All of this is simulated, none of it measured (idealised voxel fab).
process module | voxel self aligned vias
cross-section cut | 300 nm wide | cells 5 nm
A cross-section is a grid of square cells, given in bands from the top down. A band is one or more rows of cells.
Each band's line starts with the height of the band's top and of its bottom, in nm. Then come its materials from left to right, each with its width in nm. One material with "throughout" fills the band from edge to edge. "air" is empty space.
Height 0 is the level under which the wafer as received is all one material. The lowest band goes on downwards, as in "0 down".
A width such as "30 to 40" changes by the same amount from each row of cells to the next, from the band's top row to its bottom row.
"no change" after a step means that no cell of the cross-section changed.
closed voids: empty space of 8 cells or more with no open way to the top, each as width x height at its distance from the left edge, in nm
after a step's settings: what the simulator itself notes on the step
overlay nm, on a step with a mask: how far to the right of its planned place the mask lay; to the left if negative
plan
1 op RECEIVE | material Si
2 op CONFORMAL_DEP | material SiO2 | thk nm 15
3 op CONFORMAL_DEP | material SiCN | thk nm 5
4 op DIRECTIONAL_DEP | material SiO2 | thk nm 30
5 op MASKED_ETCH | tone open | mask id LINES | width nm 30 | pitch nm 55 | etch materials SiO2 | depth nm 30 | overlay nm 0
6 op CONFORMAL_DEP | material TiN | thk nm 5
7 op FILL_DEP | material Ru | thk nm 10
8 op CMP | height nm 50
9 op SELECTIVE_ETCH | etch materials W Ru TiN | depth nm 10
10 op FILL_DEP | material SiN | thk nm 5
11 op CMP | height nm 50
12 op DIRECTIONAL_DEP | material SiO2 | thk nm 15
13 op PATTERN | tone open | mask id VIAS | material resist | width nm 40 | pitch nm 110 | thk nm 20 | overlay nm 0
14 op DIRECTIONAL_ETCH | etch materials SiO2 | depth nm 15
15 op DIRECTIONAL_ETCH | etch materials SiN | depth nm 10
16 op STRIP | etch materials resist
17 op CONFORMAL_DEP | material TiN | thk nm 5
18 op FILL_DEP | material Cu | thk nm 5
19 op CMP | height nm 65
20 op CONFORMAL_DEP | material SiN | thk nm 5
first wafer, as planned
as received, after step 1
  0 down: Si throughout
  closed voids: none
after step 2
  15 to 0: SiO2 throughout
  below 0: unchanged
after step 3
  20 to 15: SiCN throughout
  below 15: unchanged
after step 4
  50 to 20: SiO2 throughout
  below 20: unchanged
after step 5
  50 to 20: SiO2 80 | air 30 | SiO2 25 | air 30 | SiO2 25 | air 30 | SiO2 80
  below 20: unchanged
after step 6
  55 to 50: TiN 85 | air 20 | TiN 35 | air 20 | TiN 35 | air 20 | TiN 85
  50 to 25: SiO2 80 | TiN 5 | air 20 | TiN 5 | SiO2 25 | TiN 5 | air 20 | TiN 5 | SiO2 25 | TiN 5 | air 20 | TiN 5 | SiO2 80
  25 to 20: SiO2 80 | TiN 30 | SiO2 25 | TiN 30 | SiO2 25 | TiN 30 | SiO2 80
  below 20: unchanged
after step 7
  65 to 55: Ru throughout
  55 to 50: TiN 85 | Ru 20 | TiN 35 | Ru 20 | TiN 35 | Ru 20 | TiN 85
  50 to 25: SiO2 80 | TiN 5 | Ru 20 | TiN 5 | SiO2 25 | TiN 5 | Ru 20 | TiN 5 | SiO2 25 | TiN 5 | Ru 20 | TiN 5 | SiO2 80
  below 25: unchanged
after step 8
  50 to 25: SiO2 80 | TiN 5 | Ru 20 | TiN 5 | SiO2 25 | TiN 5 | Ru 20 | TiN 5 | SiO2 25 | TiN 5 | Ru 20 | TiN 5 | SiO2 80
  below 25: unchanged
after step 9
  50 to 40: SiO2 80 | air 30 | SiO2 25 | air 30 | SiO2 25 | air 30 | SiO2 80
  below 40: unchanged
after step 10
  55 to 50: SiN throughout
  50 to 40: SiO2 80 | SiN 30 | SiO2 25 | SiN 30 | SiO2 25 | SiN 30 | SiO2 80
  below 40: unchanged
after step 11
  50 to 40: SiO2 80 | SiN 30 | SiO2 25 | SiN 30 | SiO2 25 | SiN 30 | SiO2 80
  below 40: unchanged
after step 12
  65 to 50: SiO2 throughout
  below 50: unchanged
after step 13
  85 to 65: resist 75 | air 40 | resist 70 | air 40 | resist 75
  below 65: unchanged
after step 14
  85 to 65: resist 75 | air 40 | resist 70 | air 40 | resist 75
  65 to 50: SiO2 75 | air 40 | SiO2 70 | air 40 | SiO2 75
  below 50: unchanged
after step 15
  85 to 65: resist 75 | air 40 | resist 70 | air 40 | resist 75
  65 to 50: SiO2 75 | air 40 | SiO2 70 | air 40 | SiO2 75
  50 to 40: SiO2 80 | air 30 | SiO2 25 | SiN 30 | SiO2 25 | air 30 | SiO2 80
  below 40: unchanged
after step 16
  65 to 50: SiO2 75 | air 40 | SiO2 70 | air 40 | SiO2 75
  below 50: unchanged
after step 17
  70 to 65: TiN 80 | air 30 | TiN 80 | air 30 | TiN 80
  65 to 55: SiO2 75 | TiN 5 | air 30 | TiN 5 | SiO2 70 | TiN 5 | air 30 | TiN 5 | SiO2 75
  55 to 50: SiO2 75 | TiN 10 | air 20 | TiN 10 | SiO2 70 | TiN 10 | air 20 | TiN 10 | SiO2 75
  50 to 45: SiO2 80 | TiN 5 | air 20 | TiN 5 | SiO2 25 | SiN 30 | SiO2 25 | TiN 5 | air 20 | TiN 5 | SiO2 80
  45 to 40: SiO2 80 | TiN 30 | SiO2 25 | SiN 30 | SiO2 25 | TiN 30 | SiO2 80
  below 40: unchanged
after step 18
  75 to 70: Cu throughout
  70 to 65: TiN 80 | Cu 30 | TiN 80 | Cu 30 | TiN 80
  65 to 55: SiO2 75 | TiN 5 | Cu 30 | TiN 5 | SiO2 70 | TiN 5 | Cu 30 | TiN 5 | SiO2 75
  55 to 50: SiO2 75 | TiN 10 | Cu 20 | TiN 10 | SiO2 70 | TiN 10 | Cu 20 | TiN 10 | SiO2 75
  50 to 45: SiO2 80 | TiN 5 | Cu 20 | TiN 5 | SiO2 25 | SiN 30 | SiO2 25 | TiN 5 | Cu 20 | TiN 5 | SiO2 80
  below 45: unchanged
after step 19
  65 to 55: SiO2 75 | TiN 5 | Cu 30 | TiN 5 | SiO2 70 | TiN 5 | Cu 30 | TiN 5 | SiO2 75
  below 55: unchanged
after step 20
  70 to 65: SiN throughout
  below 65: unchanged
second wafer: like start, like plan, one mistake. Through step 9 it matches the first wafer
when step 10 should have ended
  55 to 50: W throughout
  50 to 40: SiO2 80 | W 30 | SiO2 25 | W 30 | SiO2 25 | W 30 | SiO2 80
  below 40: unchanged
when step 11 should have ended
  50 to 40: SiO2 80 | W 30 | SiO2 25 | W 30 | SiO2 25 | W 30 | SiO2 80
  below 40: unchanged
when step 12 should have ended
  65 to 50: SiO2 throughout
  below 50: unchanged
when step 13 should have ended
  85 to 65: resist 75 | air 40 | resist 70 | air 40 | resist 75
  below 65: unchanged
when step 14 should have ended
  85 to 65: resist 75 | air 40 | resist 70 | air 40 | resist 75
  65 to 50: SiO2 75 | air 40 | SiO2 70 | air 40 | SiO2 75
  below 50: unchanged
when step 15 should have ended: no change
when step 16 should have ended
  65 to 50: SiO2 75 | air 40 | SiO2 70 | air 40 | SiO2 75
  below 50: unchanged
when step 17 should have ended
  70 to 65: TiN 80 | air 30 | TiN 80 | air 30 | TiN 80
  65 to 55: SiO2 75 | TiN 5 | air 30 | TiN 5 | SiO2 70 | TiN 5 | air 30 | TiN 5 | SiO2 75
  55 to 50: SiO2 75 | TiN 40 | SiO2 70 | TiN 40 | SiO2 75
  below 50: unchanged
when step 18 should have ended
  75 to 70: Cu throughout
  70 to 65: TiN 80 | Cu 30 | TiN 80 | Cu 30 | TiN 80
  65 to 55: SiO2 75 | TiN 5 | Cu 30 | TiN 5 | SiO2 70 | TiN 5 | Cu 30 | TiN 5 | SiO2 75
  below 55: unchanged
when step 19 should have ended
  65 to 55: SiO2 75 | TiN 5 | Cu 30 | TiN 5 | SiO2 70 | TiN 5 | Cu 30 | TiN 5 | SiO2 75
  below 55: unchanged
when step 20 should have ended
  70 to 65: SiN throughout
  below 65: unchanged
what went wrong: step 10 ran as: op FILL_DEP | material W | thk nm 5
at the end the second wafer has, in cells: 16 fewer of Cu | 12 fewer of SiN | 8 fewer of TiN | 36 more of W
